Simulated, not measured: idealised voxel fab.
Process module, titled voxel wiring stack
FYI the section here is cut, 240 nm wide, cells are 5 nm squares.
Cross-section = grid of square cells, listed top down in bands; band = one or more rows.
Each band's line starts with the height of the band's top and of its bottom, in nm. Then come its materials from left to right, each with its width in nm. One material with "edge to edge" fills the band from edge to edge. "empty" is empty space.
Height datum 0, below which the as-received substrate wafer is one material. Lowest band open at the bottom, running downward: "0 -> down".
So if you see something like "30..40" for the width, read it as the top row of the band sitting at the first number and the bottom row at the second, with every row in between moving by the same amount as the last.
The cross-section has no changed cell in any step marked "changes: none".
Entry "Closed-off voids". Content: empty spaces with no open connection to the top, size 8 cells or greater. Each: width x height at distance. Distance: from left edge. Unit: nm.
Heads up: the bit after the settings on a step's line is the simulator's remark on that step.
overlay nm: mask offset rightward from planned place, masked step; negative means leftward offset.
# Below is the list of planned process steps
| 1 | RECEIVE: material Si |
| 2 | CONFORMAL_DEP: material SiO2, thk nm 15 |
| 3 | DIRECTIONAL_DEP: material TiN, thk nm 5 |
| 4 | DIRECTIONAL_DEP: material Ru, thk nm 20 |
| 5 | MASKED_ETCH: tone cover, mask id METAL_1, width nm 25, pitch nm 50, etch materials Ru, depth nm 20, overlay nm 0 |
| 6 | MASKED_ETCH: tone cover, mask id METAL_1, width nm 25, pitch nm 50, etch materials TiN, depth nm 5, overlay nm 0 |
| 7 | CONFORMAL_DEP: material SiCN, thk nm 5 |
| 8 | FILL_DEP: material lowk, thk nm 5 |
| 9 | CMP: height nm 40 |
| 10 | CONFORMAL_DEP: material SiCN, thk nm 5 |
| 11 | DIRECTIONAL_DEP: material SiO2, thk nm 20 |
| 12 | DIRECTIONAL_DEP: material aC, thk nm 15 |
| 13 | PATTERN: tone open, mask id PLUG_1, material resist, width nm 15, pitch nm 100, thk nm 30, overlay nm 0 |
| 14 | DIRECTIONAL_ETCH: etch materials aC, depth nm 15 |
| 15 | STRIP: etch materials resist |
| 16 | DIRECTIONAL_ETCH: etch materials SiO2, depth nm 20 |
| 17 | DIRECTIONAL_ETCH: etch materials SiCN, depth nm 5 |
| 18 | STRIP: etch materials aC |
| 19 | CONFORMAL_DEP: material TiN, thk nm 5 |
| 20 | FILL_DEP: material Cu, thk nm 5 |
| 21 | CMP: height nm 65 |
| 22 | DIRECTIONAL_DEP: material TiN, thk nm 5 |
| 23 | DIRECTIONAL_DEP: material Ru, thk nm 20 |
| 24 | MASKED_ETCH: tone cover, mask id METAL_2, width nm 25, pitch nm 50, etch materials Ru, depth nm 20, overlay nm 0 |
| 25 | MASKED_ETCH: tone cover, mask id METAL_2, width nm 25, pitch nm 50, etch materials TiN, depth nm 5, overlay nm 0 |
| 26 | CONFORMAL_DEP: material SiCN, thk nm 5 |
| 27 | FILL_DEP: material lowk, thk nm 10 |
| 28 | CMP: height nm 90 |
| 29 | CONFORMAL_DEP: material SiCN, thk nm 5 |
| 30 | DIRECTIONAL_DEP: material lowk, thk nm 30 |
| 31 | DIRECTIONAL_DEP: material aC, thk nm 15 |
| 32 | PATTERN: tone open, mask id METAL_3, material resist, width nm 25, pitch nm 50, thk nm 35, overlay nm 0 |
| 33 | DIRECTIONAL_ETCH: etch materials aC, depth nm 15 |
| 34 | STRIP: etch materials resist |
| 35 | DIRECTIONAL_ETCH: etch materials lowk, depth nm 20 |
| 36 | STRIP: etch materials aC |
| 37 | MASKED_ETCH: tone open, mask id METAL_3_HOLES, width nm 15, pitch nm 100, etch materials lowk, depth nm 10, overlay nm 0 |
| 38 | MASKED_ETCH: tone open, mask id METAL_3_HOLES, width nm 15, pitch nm 100, etch materials SiCN, depth nm 5, overlay nm 0 |
| 39 | CONFORMAL_DEP: material TiN, thk nm 5 |
| 40 | FILL_DEP: material Cu, thk nm 5 |
| 41 | CMP: height nm 125 |
| 42 | CONFORMAL_DEP: material SiCN, thk nm 5 |
# Cross-section of the wafer upon arrival, representing the state reached after step 1
> 0 -> down: Si edge to edge
> Closed-off voids: none
# Below is the wafer in cross-section after the module was completed. It began from the starting point shown above and followed the plan shown above, except that one mistake was made while running it
> 130 -> 125: SiCN edge to edge
> 125 -> 110: lowk 55 nm, then TiN 5 nm, then Cu 15 nm, then TiN 5 nm, then lowk 25 nm, then TiN 5 nm, then Cu 15 nm, then TiN 5 nm, then lowk 25 nm, then TiN 5 nm, then Cu 15 nm, then TiN 5 nm, then lowk 60 nm
> 110 -> 105: lowk 55 nm, then TiN 5 nm, then Cu 5 nm, then TiN 15 nm, then lowk 25 nm, then TiN 25 nm, then lowk 25 nm, then TiN 5 nm, then Cu 5 nm, then TiN 15 nm, then lowk 60 nm
> 105 -> 95: lowk 55 nm, then TiN 5 nm, then Cu 5 nm, then TiN 5 nm, then lowk 85 nm, then TiN 5 nm, then Cu 5 nm, then TiN 5 nm, then lowk 70 nm
> 95 -> 90: SiCN 55 nm, then TiN 15 nm, then SiCN 85 nm, then TiN 15 nm, then SiCN 70 nm
> 90 -> 75: lowk 50 nm, then SiCN 5 nm, then Ru 25 nm, then SiCN 5 nm, then lowk 15 nm, then SiCN 5 nm, then Ru 25 nm, then SiCN 5 nm, then lowk 15 nm, then SiCN 5 nm, then Ru 25 nm, then SiCN 5 nm, then lowk 55 nm
> 75 -> 70: lowk 45 nm, then SiCN 10 nm, then Ru 25 nm, then SiCN 5 nm, then lowk 10 nm, then SiCN 10 nm, then Ru 25 nm, then SiCN 5 nm, then lowk 10 nm, then SiCN 10 nm, then Ru 25 nm, then SiCN 5 nm, then lowk 55 nm
> 70 -> 65: SiCN 50 nm, then TiN 30 nm, then SiCN 20 nm, then TiN 30 nm, then SiCN 20 nm, then TiN 30 nm, then SiCN 60 nm
> 65 -> 45: SiO2 55 nm, then TiN 5 nm, then Cu 5 nm, then TiN 5 nm, then SiO2 85 nm, then TiN 5 nm, then Cu 5 nm, then TiN 5 nm, then SiO2 70 nm
> 45 -> 40: SiCN 55 nm, then TiN 15 nm, then SiCN 85 nm, then TiN 15 nm, then SiCN 70 nm
> 40 -> 20: lowk 50 nm, then SiCN 5 nm, then Ru 25 nm, then SiCN 5 nm, then lowk 15 nm, then SiCN 5 nm, then Ru 25 nm, then SiCN 5 nm, then lowk 15 nm, then SiCN 5 nm, then Ru 25 nm, then SiCN 5 nm, then lowk 55 nm
> 20 -> 15: SiCN 55 nm, then TiN 25 nm, then SiCN 25 nm, then TiN 25 nm, then SiCN 25 nm, then TiN 25 nm, then SiCN 60 nm
> 15 -> 0: SiO2 edge to edge
> 0 -> down: Si edge to edge
> Closed-off voids: none
Which mistake was made when the wafer was run? step 25 changed vs plan, executed as MASKED_ETCH: tone cover, mask id METAL_2, width nm 25, pitch nm 50, etch materials TiN, depth nm 5, overlay nm -5
